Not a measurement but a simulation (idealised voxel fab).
process module | voxel capacitor over wiring
cross-section cut | 230 nm wide | cells 5 nm
A cross-section is a grid of square cells, given in bands from the top down. A band is one or more rows of cells.
Each band's line starts with the height of the band's top and of its bottom, in nm. Then come its materials from left to right, each with its width in nm. One material with "throughout" fills the band from edge to edge. "air" is empty space.
Height 0 is the level under which the wafer as received is all one material. The lowest band goes on downwards, as in "0 down".
A width such as "30 to 40" changes by the same amount from each row of cells to the next, from the band's top row to its bottom row.
"no change" after a step means that no cell of the cross-section changed.
closed voids: empty space of 8 cells or more with no open way to the top, each as width x height at its distance from the left edge, in nm
after a step's settings: what the simulator itself notes on the step
overlay nm, on a step with a mask: how far to the right of its planned place the mask lay; to the left if negative
plan
1 op RECEIVE | material Si
2 op CONFORMAL_DEP | material SiO2 | thk nm 15
3 op CONFORMAL_DEP | material SiCN | thk nm 5
4 op DIRECTIONAL_DEP | material lowk | thk nm 25
5 op DIRECTIONAL_DEP | material aC | thk nm 15
6 op PATTERN | tone open | mask id METAL_1 | material resist | width nm 25 | pitch nm 95 | thk nm 35 | overlay nm 0
7 op DIRECTIONAL_ETCH | etch materials aC | depth nm 15
8 op STRIP | etch materials resist
9 op DIRECTIONAL_ETCH | etch materials lowk | depth nm 25
10 op DIRECTIONAL_ETCH | etch materials SiCN | depth nm 5
11 op STRIP | etch materials aC
12 op CONFORMAL_DEP | material TiN | thk nm 5
13 op FILL_DEP | material Ru | thk nm 5
14 op CMP | height nm 45
15 op CONFORMAL_DEP | material SiCN | thk nm 5
16 op DIRECTIONAL_DEP | material lowk | thk nm 15
17 op DIRECTIONAL_DEP | material aC | thk nm 15
18 op PATTERN | tone open | mask id PLUG_1 | material resist | width nm 15 | thk nm 30 | overlay nm 0
19 op DIRECTIONAL_ETCH | etch materials aC | depth nm 15
20 op STRIP | etch materials resist
21 op DIRECTIONAL_ETCH | etch materials lowk | depth nm 15
22 op DIRECTIONAL_ETCH | etch materials SiCN | depth nm 5
23 op STRIP | etch materials aC
24 op CONFORMAL_DEP | material TiN | thk nm 5
25 op FILL_DEP | material W | thk nm 5
26 op CMP | height nm 65
27 op DIRECTIONAL_DEP | material TiN | thk nm 5
28 op DIRECTIONAL_DEP | material Al2O3 | thk nm 5
29 op DIRECTIONAL_DEP | material TiN | thk nm 5
30 op DIRECTIONAL_DEP | material aC | thk nm 10
31 op PATTERN | tone cover | mask id UPPER_PLATE | material resist | width nm 75 | thk nm 30 | overlay nm 0
32 op DIRECTIONAL_ETCH | etch materials aC | depth nm 10
33 op STRIP | etch materials resist
34 op DIRECTIONAL_ETCH | etch materials TiN | depth nm 5
35 op DIRECTIONAL_ETCH | etch materials Al2O3 | depth nm 5
36 op STRIP | etch materials aC
37 op MASKED_ETCH | tone cover | mask id LOWER_PLATE | width nm 85 | etch materials TiN | depth nm 5 | overlay nm 0
38 op FILL_DEP | material SiO2 | thk nm 20
39 op CMP | height nm 95
40 op PATTERN | tone open | mask id PLUG_2 | material resist | width nm 15 | thk nm 15 | overlay nm 0
41 op DIRECTIONAL_ETCH | etch materials SiO2 | depth nm 15
42 op STRIP | etch materials resist
43 op CONFORMAL_DEP | material TiN | thk nm 5
44 op FILL_DEP | material Cu | thk nm 5
45 op CMP | height nm 95
46 op CONFORMAL_DEP | material SiCN | thk nm 5
first wafer, as planned
as received, after step 1
  0 down: Si throughout
  closed voids: none
after step 2
  15 to 0: SiO2 throughout
  below 0: unchanged
after step 3
  20 to 15: SiCN throughout
  below 15: unchanged
after step 4
  45 to 20: lowk throughout
  below 20: unchanged
after step 5
  60 to 45: aC throughout
  below 45: unchanged
after step 6
  95 to 60: resist 55 | air 25 | resist 70 | air 25 | resist 55
  below 60: unchanged
after step 7
  80 to 60: resist 55 | air 25 | resist 70 | air 25 | resist 55
  60 to 45: aC 55 | air 25 | aC 70 | air 25 | aC 55
  below 45: unchanged
after step 8
  60 to 45: aC 55 | air 25 | aC 70 | air 25 | aC 55
  below 45: unchanged
after step 9
  60 to 45: aC 55 | air 25 | aC 70 | air 25 | aC 55
  45 to 20: lowk 55 | air 25 | lowk 70 | air 25 | lowk 55
  below 20: unchanged
after step 10
  60 to 45: aC 55 | air 25 | aC 70 | air 25 | aC 55
  45 to 20: lowk 55 | air 25 | lowk 70 | air 25 | lowk 55
  20 to 15: SiCN 55 | air 25 | SiCN 70 | air 25 | SiCN 55
  below 15: unchanged
after step 11
  45 to 20: lowk 55 | air 25 | lowk 70 | air 25 | lowk 55
  below 20: unchanged
after step 12
  50 to 45: TiN 60 | air 15 | TiN 80 | air 15 | TiN 60
  45 to 20: lowk 55 | TiN 5 | air 15 | TiN 5 | lowk 70 | TiN 5 | air 15 | TiN 5 | lowk 55
  20 to 15: SiCN 55 | TiN 25 | SiCN 70 | TiN 25 | SiCN 55
  below 15: unchanged
after step 13
  55 to 50: Ru throughout
  50 to 45: TiN 60 | Ru 15 | TiN 80 | Ru 15 | TiN 60
  45 to 20: lowk 55 | TiN 5 | Ru 15 | TiN 5 | lowk 70 | TiN 5 | Ru 15 | TiN 5 | lowk 55
  below 20: unchanged
after step 14
  45 to 20: lowk 55 | TiN 5 | Ru 15 | TiN 5 | lowk 70 | TiN 5 | Ru 15 | TiN 5 | lowk 55
  below 20: unchanged
after step 15
  50 to 45: SiCN throughout
  below 45: unchanged
after step 16
  65 to 50: lowk throughout
  below 50: unchanged
after step 17
  80 to 65: aC throughout
  below 65: unchanged
after step 18
  110 to 80: resist 65 | air 15 | resist 150
  below 80: unchanged
after step 19
  95 to 80: resist 65 | air 15 | resist 150
  80 to 65: aC 65 | air 15 | aC 150
  below 65: unchanged
after step 20
  80 to 65: aC 65 | air 15 | aC 150
  below 65: unchanged
after step 21
  80 to 65: aC 65 | air 15 | aC 150
  65 to 50: lowk 65 | air 15 | lowk 150
  below 50: unchanged
after step 22
  80 to 65: aC 65 | air 15 | aC 150
  65 to 50: lowk 65 | air 15 | lowk 150
  50 to 45: SiCN 65 | air 15 | SiCN 150
  below 45: unchanged
after step 23
  65 to 50: lowk 65 | air 15 | lowk 150
  below 50: unchanged
after step 24
  70 to 65: TiN 70 | air 5 | TiN 155
  65 to 50: lowk 65 | TiN 5 | air 5 | TiN 5 | lowk 150
  50 to 45: SiCN 65 | TiN 15 | SiCN 150
  below 45: unchanged
after step 25
  75 to 70: W throughout
  70 to 65: TiN 70 | W 5 | TiN 155
  65 to 50: lowk 65 | TiN 5 | W 5 | TiN 5 | lowk 150
  below 50: unchanged
after step 26
  65 to 50: lowk 65 | TiN 5 | W 5 | TiN 5 | lowk 150
  below 50: unchanged
after step 27
  70 to 65: TiN throughout
  below 65: unchanged
after step 28
  75 to 70: Al2O3 throughout
  below 70: unchanged
after step 29
  80 to 75: TiN throughout
  below 75: unchanged
after step 30
  90 to 80: aC throughout
  below 80: unchanged
after step 31
  120 to 90: air 65 | resist 75 | air 90
  below 90: unchanged
after step 32
  110 to 90: air 65 | resist 75 | air 90
  90 to 80: air 65 | aC 75 | air 90
  below 80: unchanged
after step 33
  90 to 80: air 65 | aC 75 | air 90
  below 80: unchanged
after step 34
  90 to 80: air 65 | aC 75 | air 90
  80 to 75: air 65 | TiN 75 | air 90
  below 75: unchanged
after step 35
  90 to 80: air 65 | aC 75 | air 90
  80 to 75: air 65 | TiN 75 | air 90
  75 to 70: air 65 | Al2O3 75 | air 90
  below 70: unchanged
after step 36
  80 to 75: air 65 | TiN 75 | air 90
  below 75: unchanged
after step 37
  80 to 75: air 65 | TiN 75 | air 90
  75 to 70: air 65 | Al2O3 75 | air 90
  70 to 65: air 60 | TiN 85 | air 85
  below 65: unchanged
after step 38
  100 to 80: SiO2 throughout
  80 to 75: SiO2 65 | TiN 75 | SiO2 90
  75 to 70: SiO2 65 | Al2O3 75 | SiO2 90
  70 to 65: SiO2 60 | TiN 85 | SiO2 85
  below 65: unchanged
after step 39
  95 to 80: SiO2 throughout
  below 80: unchanged
after step 40
  110 to 95: resist 75 | air 15 | resist 140
  below 95: unchanged
after step 41
  110 to 95: resist 75 | air 15 | resist 140
  95 to 80: SiO2 75 | air 15 | SiO2 140
  below 80: unchanged
after step 42
  95 to 80: SiO2 75 | air 15 | SiO2 140
  below 80: unchanged
after step 43
  100 to 95: TiN 80 | air 5 | TiN 145
  95 to 85: SiO2 75 | TiN 5 | air 5 | TiN 5 | SiO2 140
  85 to 75: SiO2 75 to 65 | TiN 15 to 75 | SiO2 140 to 90
  below 75: unchanged
after step 44
  105 to 100: Cu throughout
  100 to 95: TiN 80 | Cu 5 | TiN 145
  95 to 85: SiO2 75 | TiN 5 | Cu 5 | TiN 5 | SiO2 140
  below 85: unchanged
after step 45
  95 to 85: SiO2 75 | TiN 5 | Cu 5 | TiN 5 | SiO2 140
  below 85: unchanged
after step 46
  100 to 95: SiCN throughout
  below 95: unchanged
second wafer: like start, like plan, one mistake. Through step 27 it matches the first wafer
when step 28 should have ended: no change
when step 29 should have ended
  75 to 65: TiN throughout
  below 65: unchanged
when step 30 should have ended
  85 to 75: aC throughout
  below 75: unchanged
when step 31 should have ended
  115 to 85: air 65 | resist 75 | air 90
  below 85: unchanged
when step 32 should have ended
  105 to 85: air 65 | resist 75 | air 90
  85 to 75: air 65 | aC 75 | air 90
  below 75: unchanged
when step 33 should have ended
  85 to 75: air 65 | aC 75 | air 90
  below 75: unchanged
when step 34 should have ended
  85 to 75: air 65 | aC 75 | air 90
  75 to 70: air 65 | TiN 75 | air 90
  below 70: unchanged
when step 35 should have ended: no change
when step 36 should have ended
  75 to 70: air 65 | TiN 75 | air 90
  below 70: unchanged
when step 37 should have ended
  75 to 65: air 65 to 60 | TiN 75 to 85 | air 90 to 85
  below 65: unchanged
when step 38 should have ended
  95 to 75: SiO2 throughout
  75 to 65: SiO2 65 to 60 | TiN 75 to 85 | SiO2 90 to 85
  below 65: unchanged
when step 39 should have ended: no change
when step 40 should have ended
  110 to 95: resist 75 | air 15 | resist 140
  below 95: unchanged
when step 41 should have ended
  110 to 95: resist 75 | air 15 | resist 140
  95 to 80: SiO2 75 | air 15 | SiO2 140
  below 80: unchanged
when step 42 should have ended
  95 to 80: SiO2 75 | air 15 | SiO2 140
  below 80: unchanged
when step 43 should have ended
  100 to 95: TiN 80 | air 5 | TiN 145
  95 to 85: SiO2 75 | TiN 5 | air 5 | TiN 5 | SiO2 140
  85 to 80: SiO2 75 | TiN 15 | SiO2 140
  below 80: unchanged
when step 44 should have ended
  105 to 100: Cu throughout
  100 to 95: TiN 80 | Cu 5 | TiN 145
  95 to 85: SiO2 75 | TiN 5 | Cu 5 | TiN 5 | SiO2 140
  below 85: unchanged
when step 45 should have ended
  95 to 85: SiO2 75 | TiN 5 | Cu 5 | TiN 5 | SiO2 140
  below 85: unchanged
when step 46 should have ended
  100 to 95: SiCN throughout
  below 95: unchanged
what went wrong: step 28 was left out
at the end the second wafer has, in cells: 15 fewer of Al2O3 | 15 more of SiO2
